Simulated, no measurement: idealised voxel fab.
Presented below is a process module, voxel air gaps.
It is cross-section cut that appears here, measuring 295 nm in width, its square cells being 5 nm in size.
Cross-section, as written here: a square-cell grid given band by band from the top down, where a band holds one or more rows of cells. Heights first: top, then bottom, in nm. Then materials, left to right, each with a width in nm. "everywhere" on a single material: fills the band edge to edge. "air": empty space. Heights are reckoned from 0. Under this level, the received wafer is all of one material. The bottommost band is open-ended downward, for example "top 0, no bottom". A width such as "30->40" changes by the same amount from each row of cells to the next, from the band's top row to its bottom row. Key: "changes: none" - step with no changed cell in the cross-section. In the "Completely enclosed voids" entry, you get each enclosed empty space of 8 cells or more, one with no open way to the top, written width x height at distance, distance from the left edge, in nm. Formally, on a step line, whatever follows the settings is a remark that the simulator itself makes on the step. For masked steps, "overlay nm" on the step line gives how far right of plan the mask actually lay; a minus sign means it lay to the left. Quick note on how to read the rest: it's all pairs. You get the cross-section before a process step and the one after, but the after one only goes down as far as the lowest band that changed. The step in between, with its settings, sits under the pair. Heads up, the pairs can come from different runs of this module on the same starting wafer, so don't assume a pair picks up from the one above unless its "State before step" entry says it does.
**State before step**
- top 0, no bottom | Si everywhere
- Completely enclosed voids: none
**Post-Step Cross-Section**
- top 10, bottom 0 | SiO2 everywhere
- Unchanged below 0.
- Completely enclosed voids: none
It is this step that lies between the two cross-sections above: CONFORMAL_DEP (material SiO2; thk nm 10)
State before step: The structure entering this step is exactly what the pair just above shows after its step.
**Post-Step Cross-Section**
- top 15, bottom 10 | SiCN everywhere
- Unchanged below 10.
- Completely enclosed voids: none
It is this step that lies between the two cross-sections above: CONFORMAL_DEP (material SiCN; thk nm 5)
State before step: The structure entering this step is exactly what the pair just above shows after its step.
**Post-Step Cross-Section**
- top 45, bottom 15 | SiO2 everywhere
- Unchanged below 15.
- Completely enclosed voids: none
It is this step that lies between the two cross-sections above: DIRECTIONAL_DEP (material SiO2; thk nm 30)
State before step: The structure entering this step is exactly what the pair just above shows after its step.
**Post-Step Cross-Section**
- top 60, bottom 45 | 50 nm resist  25 nm air  30 nm resist  25 nm air  30 nm resist  25 nm air  30 nm resist  25 nm air  55 nm resist
- Unchanged below 45.
- Completely enclosed voids: none
It is this step that lies between the two cross-sections above: PATTERN (tone open; mask id LINES; material resist; width nm 25; pitch nm 55; thk nm 15; overlay nm 0)
State before step: The structure entering this step is exactly what the pair just above shows after its step.
**Post-Step Cross-Section**
- top 60, bottom 45 | 50 nm resist  25 nm air  30 nm resist  25 nm air  30 nm resist  25 nm air  30 nm resist  25 nm air  55 nm resist
- top 45, bottom 15 | 50 nm SiO2  25 nm air  30 nm SiO2  25 nm air  30 nm SiO2  25 nm air  30 nm SiO2  25 nm air  55 nm SiO2
- Unchanged below 15.
- Completely enclosed voids: none
It is this step that lies between the two cross-sections above: DIRECTIONAL_ETCH (etch materials SiO2; depth nm 30)
State before step: The structure entering this step is exactly what the pair just above shows after its step.
**Post-Step Cross-Section**
- top 45, bottom 15 | 50 nm SiO2  25 nm air  30 nm SiO2  25 nm air  30 nm SiO2  25 nm air  30 nm SiO2  25 nm air  55 nm SiO2
- Unchanged below 15.
- Completely enclosed voids: none
It is this step that lies between the two cross-sections above: STRIP (etch materials resist)
State before step: The structure entering this step is exactly what the pair just above shows after its step.
**Post-Step Cross-Section**
- top 50, bottom 45 | 55 nm TiN  15 nm air  40 nm TiN  15 nm air  40 nm TiN  15 nm air  40 nm TiN  15 nm air  60 nm TiN
- top 45, bottom 20 | 50 nm SiO2  5 nm TiN  15 nm air  5 nm TiN  30 nm SiO2  5 nm TiN  15 nm air  5 nm TiN  30 nm SiO2  5 nm TiN  15 nm air  5 nm TiN  30 nm SiO2  5 nm TiN  15 nm air  5 nm TiN  55 nm SiO2
- top 20, bottom 15 | 50 nm SiO2  25 nm TiN  30 nm SiO2  25 nm TiN  30 nm SiO2  25 nm TiN  30 nm SiO2  25 nm TiN  55 nm SiO2
- Unchanged below 15.
- Completely enclosed voids: none
It is this step that lies between the two cross-sections above: CONFORMAL_DEP (material TiN; thk nm 5)
State before step: The structure entering this step is exactly what the pair just above shows after its step.
**Post-Step Cross-Section**
- top 55, bottom 50 | Ru everywhere
- top 50, bottom 45 | 55 nm TiN  15 nm Ru  40 nm TiN  15 nm Ru  40 nm TiN  15 nm Ru  40 nm TiN  15 nm Ru  60 nm TiN
- top 45, bottom 20 | 50 nm SiO2  5 nm TiN  15 nm Ru  5 nm TiN  30 nm SiO2  5 nm TiN  15 nm Ru  5 nm TiN  30 nm SiO2  5 nm TiN  15 nm Ru  5 nm TiN  30 nm SiO2  5 nm TiN  15 nm Ru  5 nm TiN  55 nm SiO2
- Unchanged below 20.
- Completely enclosed voids: none
It is this step that lies between the two cross-sections above: FILL_DEP (material Ru; thk nm 5)
State before step: The structure entering this step is exactly what the pair just above shows after its step.
**Post-Step Cross-Section**
- top 45, bottom 20 | 50 nm SiO2  5 nm TiN  15 nm Ru  5 nm TiN  30 nm SiO2  5 nm TiN  15 nm Ru  5 nm TiN  30 nm SiO2  5 nm TiN  15 nm Ru  5 nm TiN  30 nm SiO2  5 nm TiN  15 nm Ru  5 nm TiN  55 nm SiO2
- Unchanged below 20.
- Completely enclosed voids: none
It is this step that lies between the two cross-sections above: CMP (height nm 45)
State before step: The structure entering this step is exactly what the pair just above shows after its step.
**Post-Step Cross-Section**
- top 55, bottom 45 | 40 nm air  45 nm Ru  10 nm air  45 nm Ru  10 nm air  45 nm Ru  10 nm air  45 nm Ru  45 nm air
- Unchanged below 45.
- Completely enclosed voids: none
It is this step that lies between the two cross-sections above: EPI (material Ru; thk nm 10)
State before step: The structure entering this step is exactly what the pair just above shows after its step.
**Post-Step Cross-Section**
- top 55, bottom 45 | 40 nm air  45 nm Ru  10 nm air  45 nm Ru  10 nm air  45 nm Ru  10 nm air  45 nm Ru  45 nm air
- top 45, bottom 20 | 50 nm air  5 nm TiN  15 nm Ru  5 nm TiN  30 nm air  5 nm TiN  15 nm Ru  5 nm TiN  30 nm air  5 nm TiN  15 nm Ru  5 nm TiN  30 nm air  5 nm TiN  15 nm Ru  5 nm TiN  55 nm air
- top 20, bottom 15 | 50 nm air  25 nm TiN  30 nm air  25 nm TiN  30 nm air  25 nm TiN  30 nm air  25 nm TiN  55 nm air
- Unchanged below 15.
- Completely enclosed voids: none
It is this step that lies between the two cross-sections above: SELECTIVE_ETCH (etch materials SiO2; depth nm 40)
State before step: The structure entering this step is exactly what the pair just above shows after its step.
**Post-Step Cross-Section**
- top 60, bottom 55 | 35 nm air  220 nm SiCN  40 nm air
- top 55, bottom 45 | 35 nm air  5 nm SiCN  45 nm Ru  10 nm SiCN  45 nm Ru  10 nm SiCN  45 nm Ru  10 nm SiCN  45 nm Ru  5 nm SiCN  40 nm air
- top 45, bottom 40 | 35 nm air  15 nm SiCN  5 nm TiN  15 nm Ru  5 nm TiN  30 nm SiCN  5 nm TiN  15 nm Ru  5 nm TiN  30 nm SiCN  5 nm TiN  15 nm Ru  5 nm TiN  30 nm SiCN  5 nm TiN  15 nm Ru  5 nm TiN  15 nm SiCN  40 nm air
- top 40, bottom 20 | 45 nm air  5 nm SiCN  5 nm TiN  15 nm Ru  5 nm TiN  5 nm SiCN  20 nm air  5 nm SiCN  5 nm TiN  15 nm Ru  5 nm TiN  5 nm SiCN  20 nm air  5 nm SiCN  5 nm TiN  15 nm Ru  5 nm TiN  5 nm SiCN  20 nm air  5 nm SiCN  5 nm TiN  15 nm Ru  5 nm TiN  5 nm SiCN  50 nm air
- top 20, bottom 15 | 50 nm SiCN  25 nm TiN  30 nm SiCN  25 nm TiN  30 nm SiCN  25 nm TiN  30 nm SiCN  25 nm TiN  55 nm SiCN
- Unchanged below 15.
- Completely enclosed voids: 20 x 20 at 80; 20 x 20 at 135; 20 x 20 at 190
It is this step that lies between the two cross-sections above: CONFORMAL_DEP (material SiCN; thk nm 5)
**State before step**
- top 55, bottom 45 | 40 nm air  45 nm Ru  10 nm air  45 nm Ru  10 nm air  45 nm Ru  10 nm air  45 nm Ru  45 nm air
- top 45, bottom 20 | 50 nm SiO2  5 nm TiN  15 nm Ru  5 nm TiN  30 nm SiO2  5 nm TiN  15 nm Ru  5 nm TiN  30 nm SiO2  5 nm TiN  15 nm Ru  5 nm TiN  30 nm SiO2  5 nm TiN  15 nm Ru  5 nm TiN  55 nm SiO2
- top 20, bottom 15 | 50 nm SiO2  25 nm TiN  30 nm SiO2  25 nm TiN  30 nm SiO2  25 nm TiN  30 nm SiO2  25 nm TiN  55 nm SiO2
- top 15, bottom 10 | SiCN everywhere
- top 10, bottom 0 | SiO2 everywhere
- top 0, no bottom | Si everywhere
- Completely enclosed voids: none
**Post-Step Cross-Section**
- top 65, bottom 45 | 30 nm air  230 nm Ru  35 nm air
- Unchanged below 45.
- Completely enclosed voids: none
It is this step that lies between the two cross-sections above: EPI (material Ru; thk nm 10)
State before step: The structure entering this step is exactly what the pair just above shows after its step.
**Post-Step Cross-Section**
- top 65, bottom 45 | 30 nm air  230 nm Ru  35 nm air
- top 45, bottom 20 | 50 nm air  5 nm TiN  15 nm Ru  5 nm TiN  30 nm SiO2  5 nm TiN  15 nm Ru  5 nm TiN  30 nm SiO2  5 nm TiN  15 nm Ru  5 nm TiN  30 nm SiO2  5 nm TiN  15 nm Ru  5 nm TiN  55 nm air
- top 20, bottom 15 | 50 nm air  25 nm TiN  30 nm SiO2  25 nm TiN  30 nm SiO2  25 nm TiN  30 nm SiO2  25 nm TiN  55 nm air
- Unchanged below 15.
- Completely enclosed voids: none
It is this step that lies between the two cross-sections above: SELECTIVE_ETCH (etch materials SiO2; depth nm 40)
State before step: The structure entering this step is exactly what the pair just above shows after its step.
**Post-Step Cross-Section**
- top 70, bottom 65 | 25 nm air  240 nm SiCN  30 nm air
- top 65, bottom 45 | 25 nm air  5 nm SiCN  230 nm Ru  5 nm SiCN  30 nm air
- top 45, bottom 40 | 25 nm air  25 nm SiCN  5 nm TiN  15 nm Ru  5 nm TiN  30 nm SiO2  5 nm TiN  15 nm Ru  5 nm TiN  30 nm SiO2  5 nm TiN  15 nm Ru  5 nm TiN  30 nm SiO2  5 nm TiN  15 nm Ru  5 nm TiN  25 nm SiCN  30 nm air
- top 40, bottom 20 | 45 nm air  5 nm SiCN  5 nm TiN  15 nm Ru  5 nm TiN  30 nm SiO2  5 nm TiN  15 nm Ru  5 nm TiN  30 nm SiO2  5 nm TiN  15 nm Ru  5 nm TiN  30 nm SiO2  5 nm TiN  15 nm Ru  5 nm TiN  5 nm SiCN  50 nm air
- top 20, bottom 15 | 50 nm SiCN  25 nm TiN  30 nm SiO2  25 nm TiN  30 nm SiO2  25 nm TiN  30 nm SiO2  25 nm TiN  55 nm SiCN
- Unchanged below 15.
- Completely enclosed voids: none
It is this step that lies between the two cross-sections above: CONFORMAL_DEP (material SiCN; thk nm 5)
**State before step**
- top 10, bottom 0 | SiO2 everywhere
- top 0, no bottom | Si everywhere
- Completely enclosed voids: none
**Post-Step Cross-Section**
- top 40, bottom 0 | SiO2 everywhere
- Unchanged below 0.
- Completely enclosed voids: none
It is this step that lies between the two cross-sections above: DIRECTIONAL_DEP (material SiO2; thk nm 30)
State before step: The structure entering this step is exactly what the pair just above shows after its step.
**Post-Step Cross-Section**
- top 45, bottom 40 | SiCN everywhere
- Unchanged below 40.
- Completely enclosed voids: none
It is this step that lies between the two cross-sections above: CONFORMAL_DEP (material SiCN; thk nm 5)
State before step: The structure entering this step is exactly what the pair just above shows after its step.
**Post-Step Cross-Section**
- top 60, bottom 45 | 50 nm resist  25 nm air  30 nm resist  25 nm air  30 nm resist  25 nm air  30 nm resist  25 nm air  55 nm resist
- Unchanged below 45.
- Completely enclosed voids: none
It is this step that lies between the two cross-sections above: PATTERN (tone open; mask id LINES; material resist; width nm 25; pitch nm 55; thk nm 15; overlay nm 0)
State before step: The structure entering this step is exactly what the pair just above shows after its step.
**Post-Step Cross-Section**
- top 45, bottom 40 | SiCN everywhere
- Unchanged below 40.
- Completely enclosed voids: none
It is this step that lies between the two cross-sections above: STRIP (etch materials resist)
State before step: The structure entering this step is exactly what the pair just above shows after its step.
**Post-Step Cross-Section**
- top 50, bottom 45 | TiN everywhere
- Unchanged below 45.
- Completely enclosed voids: none
It is this step that lies between the two cross-sections above: CONFORMAL_DEP (material TiN; thk nm 5)
State before step: The structure entering this step is exactly what the pair just above shows after its step.
**Post-Step Cross-Section**
- top 55, bottom 50 | Ru everywhere
- Unchanged below 50.
- Completely enclosed voids: none
It is this step that lies between the two cross-sections above: FILL_DEP (material Ru; thk nm 5)
State before step: The structure entering this step is exactly what the pair just above shows after its step.
**Post-Step Cross-Section**
- top 45, bottom 40 | SiCN everywhere
- Unchanged below 40.
- Completely enclosed voids: none
It is this step that lies between the two cross-sections above: CMP (height nm 45)
State before step: The structure entering this step is exactly what the pair just above shows after its step.
**Post-Step Cross-Section**
- top 50, bottom 40 | SiCN everywhere
- Unchanged below 40.
- Completely enclosed voids: none
It is this step that lies between the two cross-sections above: CONFORMAL_DEP (material SiCN; thk nm 5)
**State before step**
- top 0, no bottom | Si everywhere
- Completely enclosed voids: none
**Post-Step Cross-Section**
- top 15, bottom 0 | SiO2 everywhere
- Unchanged below 0.
- Completely enclosed voids: none
It is this step that lies between the two cross-sections above: CONFORMAL_DEP (material SiO2; thk nm 15)
State before step: The structure entering this step is exactly what the pair just above shows after its step.
**Post-Step Cross-Section**
- top 20, bottom 15 | SiCN everywhere
- Unchanged below 15.
- Completely enclosed voids: none
It is this step that lies between the two cross-sections above: CONFORMAL_DEP (material SiCN; thk nm 5)
State before step: The structure entering this step is exactly what the pair just above shows after its step.
**Post-Step Cross-Section**
- top 50, bottom 20 | SiO2 everywhere
- Unchanged below 20.
- Completely enclosed voids: none
It is this step that lies between the two cross-sections above: DIRECTIONAL_DEP (material SiO2; thk nm 30)
State before step: The structure entering this step is exactly what the pair just above shows after its step.
**Post-Step Cross-Section**
- top 65, bottom 50 | 50 nm resist  25 nm air  30 nm resist  25 nm air  30 nm resist  25 nm air  30 nm resist  25 nm air  55 nm resist
- Unchanged below 50.
- Completely enclosed voids: none
It is this step that lies between the two cross-sections above: PATTERN (tone open; mask id LINES; material resist; width nm 25; pitch nm 55; thk nm 15; overlay nm 0)
State before step: The structure entering this step is exactly what the pair just above shows after its step.
**Post-Step Cross-Section**
- top 65, bottom 50 | 50 nm resist  25 nm air  30 nm resist  25 nm air  30 nm resist  25 nm air  30 nm resist  25 nm air  55 nm resist
- top 50, bottom 20 | 50 nm SiO2  25 nm air  30 nm SiO2  25 nm air  30 nm SiO2  25 nm air  30 nm SiO2  25 nm air  55 nm SiO2
- Unchanged below 20.
- Completely enclosed voids: none
It is this step that lies between the two cross-sections above: DIRECTIONAL_ETCH (etch materials SiO2; depth nm 30)
State before step: The structure entering this step is exactly what the pair just above shows after its step.
**Post-Step Cross-Section**
- top 50, bottom 20 | 50 nm SiO2  25 nm air  30 nm SiO2  25 nm air  30 nm SiO2  25 nm air  30 nm SiO2  25 nm air  55 nm SiO2
- Unchanged below 20.
- Completely enclosed voids: none
It is this step that lies between the two cross-sections above: STRIP (etch materials resist)
State before step: The structure entering this step is exactly what the pair just above shows after its step.
**Post-Step Cross-Section**
- top 55, bottom 50 | 55 nm TiN  15 nm air  40 nm TiN  15 nm air  40 nm TiN  15 nm air  40 nm TiN  15 nm air  60 nm TiN
- top 50, bottom 25 | 50 nm SiO2  5 nm TiN  15 nm air  5 nm TiN  30 nm SiO2  5 nm TiN  15 nm air  5 nm TiN  30 nm SiO2  5 nm TiN  15 nm air  5 nm TiN  30 nm SiO2  5 nm TiN  15 nm air  5 nm TiN  55 nm SiO2
- top 25, bottom 20 | 50 nm SiO2  25 nm TiN  30 nm SiO2  25 nm TiN  30 nm SiO2  25 nm TiN  30 nm SiO2  25 nm TiN  55 nm SiO2
- Unchanged below 20.
- Completely enclosed voids: none
It is this step that lies between the two cross-sections above: CONFORMAL_DEP (material TiN; thk nm 5)
State before step: The structure entering this step is exactly what the pair just above shows after its step.
**Post-Step Cross-Section**
- top 60, bottom 55 | Ru everywhere
- top 55, bottom 50 | 55 nm TiN  15 nm Ru  40 nm TiN  15 nm Ru  40 nm TiN  15 nm Ru  40 nm TiN  15 nm Ru  60 nm TiN
- top 50, bottom 25 | 50 nm SiO2  5 nm TiN  15 nm Ru  5 nm TiN  30 nm SiO2  5 nm TiN  15 nm Ru  5 nm TiN  30 nm SiO2  5 nm TiN  15 nm Ru  5 nm TiN  30 nm SiO2  5 nm TiN  15 nm Ru  5 nm TiN  55 nm SiO2
- Unchanged below 25.
- Completely enclosed voids: none
It is this step that lies between the two cross-sections above: FILL_DEP (material Ru; thk nm 5)
State before step: The structure entering this step is exactly what the pair just above shows after its step.
**Post-Step Cross-Section**
- top 45, bottom 25 | 50 nm SiO2  5 nm TiN  15 nm Ru  5 nm TiN  30 nm SiO2  5 nm TiN  15 nm Ru  5 nm TiN  30 nm SiO2  5 nm TiN  15 nm Ru  5 nm TiN  30 nm SiO2  5 nm TiN  15 nm Ru  5 nm TiN  55 nm SiO2
- Unchanged below 25.
- Completely enclosed voids: none
It is this step that lies between the two cross-sections above: CMP (height nm 45)
State before step: The structure entering this step is exactly what the pair just above shows after its step.
**Post-Step Cross-Section**
- top 55, bottom 45 | 40 nm air  45 nm Ru  10 nm air  45 nm Ru  10 nm air  45 nm Ru  10 nm air  45 nm Ru  45 nm air
- Unchanged below 45.
- Completely enclosed voids: none
It is this step that lies between the two cross-sections above: EPI (material Ru; thk nm 10)
State before step: The structure entering this step is exactly what the pair just above shows after its step.
**Post-Step Cross-Section**
- top 55, bottom 45 | 40 nm air  45 nm Ru  10 nm air  45 nm Ru  10 nm air  45 nm Ru  10 nm air  45 nm Ru  45 nm air
- top 45, bottom 25 | 50 nm air  5 nm TiN  15 nm Ru  5 nm TiN  30 nm air  5 nm TiN  15 nm Ru  5 nm TiN  30 nm air  5 nm TiN  15 nm Ru  5 nm TiN  30 nm air  5 nm TiN  15 nm Ru  5 nm TiN  55 nm air
- top 25, bottom 20 | 50 nm air  25 nm TiN  30 nm air  25 nm TiN  30 nm air  25 nm TiN  30 nm air  25 nm TiN  55 nm air
- Unchanged below 20.
- Completely enclosed voids: none
It is this step that lies between the two cross-sections above: SELECTIVE_ETCH (etch materials SiO2; depth nm 40)
State before step: The structure entering this step is exactly what the pair just above shows after its step.
**Post-Step Cross-Section**
- top 60, bottom 55 | 35 nm air  220 nm SiCN  40 nm air
- top 55, bottom 45 | 35 nm air  5 nm SiCN  45 nm Ru  10 nm SiCN  45 nm Ru  10 nm SiCN  45 nm Ru  10 nm SiCN  45 nm Ru  5 nm SiCN  40 nm air
- top 45, bottom 40 | 35 nm air  15 nm SiCN  5 nm TiN  15 nm Ru  5 nm TiN  30 nm SiCN  5 nm TiN  15 nm Ru  5 nm TiN  30 nm SiCN  5 nm TiN  15 nm Ru  5 nm TiN  30 nm SiCN  5 nm TiN  15 nm Ru  5 nm TiN  15 nm SiCN  40 nm air
- top 40, bottom 25 | 45 nm air  5 nm SiCN  5 nm TiN  15 nm Ru  5 nm TiN  5 nm SiCN  20 nm air  5 nm SiCN  5 nm TiN  15 nm Ru  5 nm TiN  5 nm SiCN  20 nm air  5 nm SiCN  5 nm TiN  15 nm Ru  5 nm TiN  5 nm SiCN  20 nm air  5 nm SiCN  5 nm TiN  15 nm Ru  5 nm TiN  5 nm SiCN  50 nm air
- top 25, bottom 20 | 50 nm SiCN  25 nm TiN  30 nm SiCN  25 nm TiN  30 nm SiCN  25 nm TiN  30 nm SiCN  25 nm TiN  55 nm SiCN
- Unchanged below 20.
- Completely enclosed voids: 20 x 15 at 80; 20 x 15 at 135; 20 x 15 at 190
It is this step that lies between the two cross-sections above: CONFORMAL_DEP (material SiCN; thk nm 5)
**State before step**
- top 45, bottom 15 | SiO2 everywhere
- top 15, bottom 10 | SiCN everywhere
- top 10, bottom 0 | SiO2 everywhere
- top 0, no bottom | Si everywhere
- Completely enclosed voids: none
**Post-Step Cross-Section**
- top 60, bottom 45 | 55 nm resist  20 nm air  35 nm resist  20 nm air  35 nm resist  20 nm air  35 nm resist  20 nm air  55 nm resist
- Unchanged below 45.
- Completely enclosed voids: none
It is this step that lies between the two cross-sections above: PATTERN (tone open; mask id LINES; material resist; width nm 20; pitch nm 55; thk nm 15; overlay nm 0)
State before step: The structure entering this step is exactly what the pair just above shows after its step.
**Post-Step Cross-Section**
- top 60, bottom 45 | 55 nm resist  20 nm air  35 nm resist  20 nm air  35 nm resist  20 nm air  35 nm resist  20 nm air  55 nm resist
- top 45, bottom 15 | 55 nm SiO2  20 nm air  35 nm SiO2  20 nm air  35 nm SiO2  20 nm air  35 nm SiO2  20 nm air  55 nm SiO2
- Unchanged below 15.
- Completely enclosed voids: none
It is this step that lies between the two cross-sections above: DIRECTIONAL_ETCH (etch materials SiO2; depth nm 30)
State before step: The structure entering this step is exactly what the pair just above shows after its step.
**Post-Step Cross-Section**
- top 45, bottom 15 | 55 nm SiO2  20 nm air  35 nm SiO2  20 nm air  35 nm SiO2  20 nm air  35 nm SiO2  20 nm air  55 nm SiO2
- Unchanged below 15.
- Completely enclosed voids: none
It is this step that lies between the two cross-sections above: STRIP (etch materials resist)
State before step: The structure entering this step is exactly what the pair just above shows after its step.
**Post-Step Cross-Section**
- top 50, bottom 45 | 60 nm TiN  10 nm air  45 nm TiN  10 nm air  45 nm TiN  10 nm air  45 nm TiN  10 nm air  60 nm TiN
- top 45, bottom 20 | 55 nm SiO2  5 nm TiN  10 nm air  5 nm TiN  35 nm SiO2  5 nm TiN  10 nm air  5 nm TiN  35 nm SiO2  5 nm TiN  10 nm air  5 nm TiN  35 nm SiO2  5 nm TiN  10 nm air  5 nm TiN  55 nm SiO2
- top 20, bottom 15 | 55 nm SiO2  20 nm TiN  35 nm SiO2  20 nm TiN  35 nm SiO2  20 nm TiN  35 nm SiO2  20 nm TiN  55 nm SiO2
- Unchanged below 15.
- Completely enclosed voids: none
It is this step that lies between the two cross-sections above: CONFORMAL_DEP (material TiN; thk nm 5)
State before step: The structure entering this step is exactly what the pair just above shows after its step.
**Post-Step Cross-Section**
- top 55, bottom 50 | Ru everywhere
- top 50, bottom 45 | 60 nm TiN  10 nm Ru  45 nm TiN  10 nm Ru  45 nm TiN  10 nm Ru  45 nm TiN  10 nm Ru  60 nm TiN
- top 45, bottom 20 | 55 nm SiO2  5 nm TiN  10 nm Ru  5 nm TiN  35 nm SiO2  5 nm TiN  10 nm Ru  5 nm TiN  35 nm SiO2  5 nm TiN  10 nm Ru  5 nm TiN  35 nm SiO2  5 nm TiN  10 nm Ru  5 nm TiN  55 nm SiO2
- Unchanged below 20.
- Completely enclosed voids: none
It is this step that lies between the two cross-sections above: FILL_DEP (material Ru; thk nm 5)
State before step: The structure entering this step is exactly what the pair just above shows after its step.
**Post-Step Cross-Section**
- top 45, bottom 20 | 55 nm SiO2  5 nm TiN  10 nm Ru  5 nm TiN  35 nm SiO2  5 nm TiN  10 nm Ru  5 nm TiN  35 nm SiO2  5 nm TiN  10 nm Ru  5 nm TiN  35 nm SiO2  5 nm TiN  10 nm Ru  5 nm TiN  55 nm SiO2
- Unchanged below 20.
- Completely enclosed voids: none
It is this step that lies between the two cross-sections above: CMP (height nm 45)
State before step: The structure entering this step is exactly what the pair just above shows after its step.
**Post-Step Cross-Section**
- top 55, bottom 45 | 45 nm air  40 nm Ru  15 nm air  40 nm Ru  15 nm air  40 nm Ru  15 nm air  40 nm Ru  45 nm air
- Unchanged below 45.
- Completely enclosed voids: none
It is this step that lies between the two cross-sections above: EPI (material Ru; thk nm 10)
State before step: The structure entering this step is exactly what the pair just above shows after its step.
**Post-Step Cross-Section**
- top 55, bottom 45 | 45 nm air  40 nm Ru  15 nm air  40 nm Ru  15 nm air  40 nm Ru  15 nm air  40 nm Ru  45 nm air
- top 45, bottom 20 | 55 nm air  5 nm TiN  10 nm Ru  5 nm TiN  35 nm air  5 nm TiN  10 nm Ru  5 nm TiN  35 nm air  5 nm TiN  10 nm Ru  5 nm TiN  35 nm air  5 nm TiN  10 nm Ru  5 nm TiN  55 nm air
- top 20, bottom 15 | 55 nm air  20 nm TiN  35 nm air  20 nm TiN  35 nm air  20 nm TiN  35 nm air  20 nm TiN  55 nm air
- Unchanged below 15.
- Completely enclosed voids: none
It is this step that lies between the two cross-sections above: SELECTIVE_ETCH (etch materials SiO2; depth nm 40)
State before step: The structure entering this step is exactly what the pair just above shows after its step.
**Post-Step Cross-Section**
- top 60, bottom 55 | 40 nm air  50 nm SiCN  5 nm air  50 nm SiCN  5 nm air  50 nm SiCN  5 nm air  50 nm SiCN  40 nm air
- top 55, bottom 45 | 40 nm air  5 nm SiCN  40 nm Ru  5 nm SiCN  5 nm air  5 nm SiCN  40 nm Ru  5 nm SiCN  5 nm air  5 nm SiCN  40 nm Ru  5 nm SiCN  5 nm air  5 nm SiCN  40 nm Ru  5 nm SiCN  40 nm air
- top 45, bottom 40 | 40 nm air  15 nm SiCN  5 nm TiN  10 nm Ru  5 nm TiN  15 nm SiCN  5 nm air  15 nm SiCN  5 nm TiN  10 nm Ru  5 nm TiN  15 nm SiCN  5 nm air  15 nm SiCN  5 nm TiN  10 nm Ru  5 nm TiN  15 nm SiCN  5 nm air  15 nm SiCN  5 nm TiN  10 nm Ru  5 nm TiN  15 nm SiCN  40 nm air
- top 40, bottom 20 | 50 nm air  5 nm SiCN  5 nm TiN  10 nm Ru  5 nm TiN  5 nm SiCN  25 nm air  5 nm SiCN  5 nm TiN  10 nm Ru  5 nm TiN  5 nm SiCN  25 nm air  5 nm SiCN  5 nm TiN  10 nm Ru  5 nm TiN  5 nm SiCN  25 nm air  5 nm SiCN  5 nm TiN  10 nm Ru  5 nm TiN  5 nm SiCN  50 nm air
- top 20, bottom 15 | 55 nm SiCN  20 nm TiN  35 nm SiCN  20 nm TiN  35 nm SiCN  20 nm TiN  35 nm SiCN  20 nm TiN  55 nm SiCN
- Unchanged below 15.
- Completely enclosed voids: none
It is this step that lies between the two cross-sections above: CONFORMAL_DEP (material SiCN; thk nm 5)
**State before step**
- top 45, bottom 15 | SiO2 everywhere
- top 15, bottom 10 | SiCN everywhere
- top 10, bottom 0 | SiO2 everywhere
- top 0, no bottom | Si everywhere
- Completely enclosed voids: none
**Post-Step Cross-Section**
- top 60, bottom 45 | 40 nm resist  25 nm air  30 nm resist  25 nm air  30 nm resist  25 nm air  30 nm resist  25 nm air  65 nm resist
- Unchanged below 45.
- Completely enclosed voids: none
It is this step that lies between the two cross-sections above: PATTERN (tone open; mask id LINES; material resist; width nm 25; pitch nm 55; thk nm 15; overlay nm -10)
State before step: The structure entering this step is exactly what the pair just above shows after its step.
**Post-Step Cross-Section**
- top 60, bottom 45 | 40 nm resist  25 nm air  30 nm resist  25 nm air  30 nm resist  25 nm air  30 nm resist  25 nm air  65 nm resist
- top 45, bottom 15 | 40 nm SiO2  25 nm air  30 nm SiO2  25 nm air  30 nm SiO2  25 nm air  30 nm SiO2  25 nm air  65 nm SiO2
- Unchanged below 15.
- Completely enclosed voids: none
It is this step that lies between the two cross-sections above: DIRECTIONAL_ETCH (etch materials SiO2; depth nm 30)
State before step: The structure entering this step is exactly what the pair just above shows after its step.
**Post-Step Cross-Section**
- top 45, bottom 15 | 40 nm SiO2  25 nm air  30 nm SiO2  25 nm air  30 nm SiO2  25 nm air  30 nm SiO2  25 nm air  65 nm SiO2
- Unchanged below 15.
- Completely enclosed voids: none
It is this step that lies between the two cross-sections above: STRIP (etch materials resist)
State before step: The structure entering this step is exactly what the pair just above shows after its step.
**Post-Step Cross-Section**
- top 50, bottom 45 | 45 nm TiN  15 nm air  40 nm TiN  15 nm air  40 nm TiN  15 nm air  40 nm TiN  15 nm air  70 nm TiN
- top 45, bottom 20 | 40 nm SiO2  5 nm TiN  15 nm air  5 nm TiN  30 nm SiO2  5 nm TiN  15 nm air  5 nm TiN  30 nm SiO2  5 nm TiN  15 nm air  5 nm TiN  30 nm SiO2  5 nm TiN  15 nm air  5 nm TiN  65 nm SiO2
- top 20, bottom 15 | 40 nm SiO2  25 nm TiN  30 nm SiO2  25 nm TiN  30 nm SiO2  25 nm TiN  30 nm SiO2  25 nm TiN  65 nm SiO2
- Unchanged below 15.
- Completely enclosed voids: none
It is this step that lies between the two cross-sections above: CONFORMAL_DEP (material TiN; thk nm 5)
State before step: The structure entering this step is exactly what the pair just above shows after its step.
**Post-Step Cross-Section**
- top 55, bottom 50 | Ru everywhere
- top 50, bottom 45 | 45 nm TiN  15 nm Ru  40 nm TiN  15 nm Ru  40 nm TiN  15 nm Ru  40 nm TiN  15 nm Ru  70 nm TiN
- top 45, bottom 20 | 40 nm SiO2  5 nm TiN  15 nm Ru  5 nm TiN  30 nm SiO2  5 nm TiN  15 nm Ru  5 nm TiN  30 nm SiO2  5 nm TiN  15 nm Ru  5 nm TiN  30 nm SiO2  5 nm TiN  15 nm Ru  5 nm TiN  65 nm SiO2
- Unchanged below 20.
- Completely enclosed voids: none
It is this step that lies between the two cross-sections above: FILL_DEP (material Ru; thk nm 5)
State before step: The structure entering this step is exactly what the pair just above shows after its step.
**Post-Step Cross-Section**
- top 45, bottom 20 | 40 nm SiO2  5 nm TiN  15 nm Ru  5 nm TiN  30 nm SiO2  5 nm TiN  15 nm Ru  5 nm TiN  30 nm SiO2  5 nm TiN  15 nm Ru  5 nm TiN  30 nm SiO2  5 nm TiN  15 nm Ru  5 nm TiN  65 nm SiO2
- Unchanged below 20.
- Completely enclosed voids: none
It is this step that lies between the two cross-sections above: CMP (height nm 45)
State before step: The structure entering this step is exactly what the pair just above shows after its step.
**Post-Step Cross-Section**
- top 55, bottom 45 | 30 nm air  45 nm Ru  10 nm air  45 nm Ru  10 nm air  45 nm Ru  10 nm air  45 nm Ru  55 nm air
- Unchanged below 45.
- Completely enclosed voids: none
It is this step that lies between the two cross-sections above: EPI (material Ru; thk nm 10)
